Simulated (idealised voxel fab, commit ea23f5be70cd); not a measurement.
Name of the process module below: voxel wiring stack
FYI the section here is cut, 205 nm wide, cells are 5 nm squares.
If you're reading a cross-section in this doc, picture square cells in a grid; it comes to you as bands, top ones listed first down to the bottom, and a band can be one or more rows of cells. For a band, the entry starts with two heights in nm, that of the top and then that of the bottom, and carries on with the band's materials in order from left to right, each alongside its width in nm; the word "edge to edge" beside a single material means it fills the band edge to edge, and "blank" means empty space. All heights in this document are referenced to 0, defined as the level beneath which the wafer, as received, consists entirely of one material. The lowest band is not bounded below; it extends indefinitely downward and is written in the form "z 0 and below". It should be noted that a width expressed as "30..40" varies in equal increments from row to row of cells within the band, taking the value of the first number at the top row and that of the second number at the bottom row. It should be understood that the words "same as before", when stated for a given step, signify that the cross-section underwent no change in any of its cells during that step. The entry titled "Sealed-off cavities" provides the empty spaces that have no open way to the top, restricted to those of 8 cells or more. Each is presented as width x height at distance, the distance being measured from the left edge, with all three in nm. Text after the settings on a step's line: the simulator's own remark on that step. overlay nm, on a step with a mask: how far to the right of its planned place the mask lay; to the left if negative.
# Process steps foreseen in the plan
- 1: RECEIVE, material Si
- 2: CONFORMAL_DEP, material SiO2, thk nm 15
- 3: DIRECTIONAL_DEP, material TiN, thk nm 5
- 4: DIRECTIONAL_DEP, material W, thk nm 20
- 5: DIRECTIONAL_DEP, material aC, thk nm 10
- 6: PATTERN, tone cover, mask id METAL_1, material resist, width nm 20, pitch nm 35, thk nm 30, overlay nm 0
- 7: DIRECTIONAL_ETCH, etch materials aC, depth nm 10
- 8: STRIP, etch materials resist
- 9: DIRECTIONAL_ETCH, etch materials W, depth nm 20
- 10: DIRECTIONAL_ETCH, etch materials TiN, depth nm 5
- 11: STRIP, etch materials aC
- 12: CONFORMAL_DEP, material SiN, thk nm 5
- 13: FILL_DEP, material SiO2, thk nm 5
- 14: CMP, height nm 40
- 15: CONFORMAL_DEP, material SiCN, thk nm 5
- 16: DIRECTIONAL_DEP, material lowk, thk nm 30
- 17: MASKED_ETCH, tone open, mask id METAL_2_HOLES, width nm 15, pitch nm 70, etch materials lowk, depth nm 30, overlay nm 0
- 18: PATTERN, tone open, mask id METAL_2, material resist, width nm 20, pitch nm 35, thk nm 20, overlay nm 0
- 19: DIRECTIONAL_ETCH, etch materials lowk, depth nm 15
- 20: DIRECTIONAL_ETCH, etch materials SiCN, depth nm 5
- 21: STRIP, etch materials resist
- 22: CONFORMAL_DEP, material TiN, thk nm 5
- 23: FILL_DEP, material Ru, thk nm 5
- 24: CMP, height nm 75
- 25: CONFORMAL_DEP, material SiCN, thk nm 5
- 26: DIRECTIONAL_DEP, material SiO2, thk nm 35
- 27: DIRECTIONAL_DEP, material aC, thk nm 15
- 28: PATTERN, tone open, mask id METAL_3, material resist, width nm 20, pitch nm 35, thk nm 30, overlay nm 0
- 29: DIRECTIONAL_ETCH, etch materials aC, depth nm 15
- 30: STRIP, etch materials resist
- 31: DIRECTIONAL_ETCH, etch materials SiO2, depth nm 20
- 32: STRIP, etch materials aC
- 33: MASKED_ETCH, tone open, mask id METAL_3_HOLES, width nm 15, pitch nm 70, etch materials SiO2, depth nm 15, overlay nm 0
- 34: MASKED_ETCH, tone open, mask id METAL_3_HOLES, width nm 15, pitch nm 70, etch materials SiCN, depth nm 5, overlay nm 0
- 35: CONFORMAL_DEP, material TiN, thk nm 5
- 36: FILL_DEP, material Ru, thk nm 5
- 37: CMP, height nm 115
- 38: CONFORMAL_DEP, material SiCN, thk nm 5
- 39: DIRECTIONAL_DEP, material SiO2, thk nm 35
- 40: DIRECTIONAL_DEP, material aC, thk nm 10
- 41: PATTERN, tone open, mask id METAL_4, material resist, width nm 20, pitch nm 35, thk nm 25, overlay nm 0
- 42: DIRECTIONAL_ETCH, etch materials aC, depth nm 10
- 43: STRIP, etch materials resist
- 44: DIRECTIONAL_ETCH, etch materials SiO2, depth nm 20
- 45: STRIP, etch materials aC
- 46: PATTERN, tone open, mask id METAL_4_HOLES, material resist, width nm 15, pitch nm 70, thk nm 20, overlay nm 0
- 47: DIRECTIONAL_ETCH, etch materials SiO2, depth nm 15
- 48: DIRECTIONAL_ETCH, etch materials SiCN, depth nm 5
- 49: STRIP, etch materials resist
- 50: CONFORMAL_DEP, material TiN, thk nm 5
- 51: FILL_DEP, material Cu, thk nm 10
- 52: CMP, height nm 155
- 53: CONFORMAL_DEP, material SiCN, thk nm 5
# Cross-section of the wafer as it came to us, i.e., already through step 1
    z 0 and below  Si edge to edge
    Sealed-off cavities: none
# Starting wafer: above. Plan: above. Run: one mistake. Cross-section after the module: below
    z 160 to 155  SiCN edge to edge
    z 155 to 140  SiO2 40 nm, TiN 5 nm, Cu 10 nm, TiN 5 nm, SiO2 15 nm, TiN 5 nm, Cu 10 nm, TiN 5 nm, SiO2 15 nm, TiN 5 nm, Cu 10 nm, TiN 5 nm, SiO2 15 nm, TiN 5 nm, Cu 10 nm, TiN 5 nm, SiO2 40 nm
    z 140 to 135  SiO2 40 nm, TiN 5 nm, Cu 5 nm, TiN 10 nm, SiO2 15 nm, TiN 20 nm, SiO2 15 nm, TiN 5 nm, Cu 5 nm, TiN 10 nm, SiO2 15 nm, TiN 20 nm, SiO2 40 nm
    z 135 to 120  SiO2 40 nm, TiN 5 nm, Cu 5 nm, TiN 5 nm, SiO2 55 nm, TiN 5 nm, Cu 5 nm, TiN 5 nm, SiO2 80 nm
    z 120 to 115  SiCN 40 nm, TiN 15 nm, SiCN 55 nm, TiN 15 nm, SiCN 80 nm
    z 115 to 100  SiO2 40 nm, TiN 5 nm, Ru 10 nm, TiN 5 nm, SiO2 15 nm, TiN 5 nm, Ru 10 nm, TiN 5 nm, SiO2 15 nm, TiN 5 nm, Ru 10 nm, TiN 5 nm, SiO2 15 nm, TiN 5 nm, Ru 10 nm, TiN 5 nm, SiO2 40 nm
    z 100 to 95  SiO2 40 nm, TiN 5 nm, Ru 5 nm, TiN 10 nm, SiO2 15 nm, TiN 20 nm, SiO2 15 nm, TiN 5 nm, Ru 5 nm, TiN 10 nm, SiO2 15 nm, TiN 20 nm, SiO2 40 nm
    z 95 to 80  SiO2 40 nm, TiN 5 nm, Ru 5 nm, TiN 5 nm, SiO2 55 nm, TiN 5 nm, Ru 5 nm, TiN 5 nm, SiO2 80 nm
    z 80 to 75  SiCN 40 nm, TiN 15 nm, SiCN 55 nm, TiN 15 nm, SiCN 80 nm
    z 75 to 65  lowk 40 nm, TiN 5 nm, Ru 10 nm, TiN 5 nm, lowk 15 nm, TiN 5 nm, Ru 10 nm, TiN 5 nm, lowk 15 nm, TiN 5 nm, Ru 10 nm, TiN 5 nm, lowk 15 nm, TiN 5 nm, Ru 10 nm, TiN 5 nm, lowk 40 nm
    z 65 to 60  lowk 40 nm, TiN 5 nm, Ru 5 nm, TiN 10 nm, lowk 15 nm, TiN 20 nm, lowk 15 nm, TiN 5 nm, Ru 5 nm, TiN 10 nm, lowk 15 nm, TiN 20 nm, lowk 40 nm
    z 60 to 45  lowk 40 nm, TiN 5 nm, Ru 5 nm, TiN 5 nm, lowk 55 nm, TiN 5 nm, Ru 5 nm, TiN 5 nm, lowk 80 nm
    z 45 to 40  SiCN 40 nm, TiN 15 nm, SiCN 55 nm, TiN 15 nm, SiCN 80 nm
    z 40 to 25  SiO2 35 nm, SiN 5 nm, W 20 nm, SiN 5 nm, SiO2 5 nm, SiN 5 nm, W 20 nm, SiN 5 nm, SiO2 5 nm, SiN 5 nm, W 20 nm, SiN 5 nm, SiO2 5 nm, SiN 5 nm, W 20 nm, SiN 5 nm, SiO2 35 nm
    z 25 to 20  SiN 40 nm, W 20 nm, SiN 15 nm, W 20 nm, SiN 15 nm, W 20 nm, SiN 15 nm, W 20 nm, SiN 40 nm
    z 20 to 5  SiO2 edge to edge
    z 5 to 0  TiN edge to edge
    z 0 and below  Si edge to edge
    Sealed-off cavities: none
What was the processing mistake? the run placed steps 2 and 3 each in the position the plan gave to the other
